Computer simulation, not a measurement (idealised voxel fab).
process module | voxel wiring stack
cross-section cut | 165 nm wide | cells 5 nm
A cross-section is a grid of square cells, given in bands from the top down. A band is one or more rows of cells.
Each band's line starts with the height of the band's top and of its bottom, in nm. Then come its materials from left to right, each with its width in nm. One material with "throughout" fills the band from edge to edge. "air" is empty space.
Height 0 is the level under which the wafer as received is all one material. The lowest band goes on downwards, as in "0 down".
A width such as "30 to 40" changes by the same amount from each row of cells to the next, from the band's top row to its bottom row.
"no change" after a step means that no cell of the cross-section changed.
closed voids: empty space of 8 cells or more with no open way to the top, each as width x height at its distance from the left edge, in nm
after a step's settings: what the simulator itself notes on the step
overlay nm, on a step with a mask: how far to the right of its planned place the mask lay; to the left if negative
plan
1 op RECEIVE | material Si
2 op CONFORMAL_DEP | material SiO2 | thk nm 10
3 op CONFORMAL_DEP | material SiCN | thk nm 5
4 op DIRECTIONAL_DEP | material lowk | thk nm 20
5 op MASKED_ETCH | tone open | mask id METAL_1 | width nm 20 | pitch nm 35 | etch materials lowk | depth nm 20 | overlay nm 0
6 op MASKED_ETCH | tone open | mask id METAL_1 | width nm 20 | pitch nm 35 | etch materials SiCN | depth nm 5 | overlay nm 0
7 op CONFORMAL_DEP | material TiN | thk nm 5
8 op FILL_DEP | material Ru | thk nm 10
9 op CMP | height nm 35
10 op CONFORMAL_DEP | material SiCN | thk nm 5
11 op DIRECTIONAL_DEP | material SiO2 | thk nm 35
12 op MASKED_ETCH | tone open | mask id METAL_2 | width nm 20 | pitch nm 35 | etch materials SiO2 | depth nm 20 | overlay nm 0
13 op MASKED_ETCH | tone open | mask id METAL_2_HOLES | width nm 15 | pitch nm 70 | etch materials SiO2 | depth nm 15 | overlay nm 0
14 op MASKED_ETCH | tone open | mask id METAL_2_HOLES | width nm 15 | pitch nm 70 | etch materials SiCN | depth nm 5 | overlay nm 0
15 op CONFORMAL_DEP | material TiN | thk nm 5
16 op FILL_DEP | material Cu | thk nm 5
17 op CMP | height nm 75
18 op CONFORMAL_DEP | material SiCN | thk nm 5
as received, after step 1
  0 down: Si throughout
  closed voids: none
first wafer at the end, as planned
  80 to 75: SiCN throughout
  75 to 60: SiO2 35 | TiN 5 | Cu 10 | TiN 5 | SiO2 15 | TiN 5 | Cu 10 | TiN 5 | SiO2 15 | TiN 5 | Cu 10 | TiN 5 | SiO2 40
  60 to 55: SiO2 35 | TiN 5 | Cu 5 | TiN 10 | SiO2 15 | TiN 20 | SiO2 15 | TiN 5 | Cu 5 | TiN 10 | SiO2 40
  55 to 40: SiO2 35 | TiN 5 | Cu 5 | TiN 5 | SiO2 55 | TiN 5 | Cu 5 | TiN 5 | SiO2 45
  40 to 35: SiCN 35 | TiN 15 | SiCN 55 | TiN 15 | SiCN 45
  35 to 15: lowk 35 | TiN 5 | Ru 10 | TiN 5 | lowk 15 | TiN 5 | Ru 10 | TiN 5 | lowk 15 | TiN 5 | Ru 10 | TiN 5 | lowk 40
  15 to 10: SiCN 35 | TiN 20 | SiCN 15 | TiN 20 | SiCN 15 | TiN 20 | SiCN 40
  10 to 0: SiO2 throughout
  0 down: Si throughout
  closed voids: none
second wafer at the end: like start, like plan, one mistake
  80 to 75: SiCN throughout
  75 to 60: SiO2 35 | TiN 5 | Cu 10 | TiN 5 | SiO2 15 | TiN 5 | Cu 10 | TiN 5 | SiO2 15 | TiN 5 | Cu 10 | TiN 5 | SiO2 40
  60 to 55: SiO2 35 | TiN 5 | Cu 5 | TiN 10 | SiO2 15 | TiN 20 | SiO2 15 | TiN 5 | Cu 5 | TiN 10 | SiO2 40
  55 to 40: SiO2 35 | TiN 5 | Cu 5 | TiN 5 | SiO2 55 | TiN 5 | Cu 5 | TiN 5 | SiO2 45
  40 to 35: SiCN 35 | TiN 15 | SiCN 55 | TiN 15 | SiCN 45
  35 to 15: lowk 35 | TiN 5 | Cu 10 | TiN 5 | lowk 15 | TiN 5 | Cu 10 | TiN 5 | lowk 15 | TiN 5 | Cu 10 | TiN 5 | lowk 40
  15 to 10: SiCN 35 | TiN 20 | SiCN 15 | TiN 20 | SiCN 15 | TiN 20 | SiCN 40
  10 to 0: SiO2 throughout
  0 down: Si throughout
  closed voids: none
what went wrong: step 8 ran as: op FILL_DEP | material Cu | thk nm 10
at the end the second wafer has, in cells: 24 more of Cu | 24 fewer of Ru
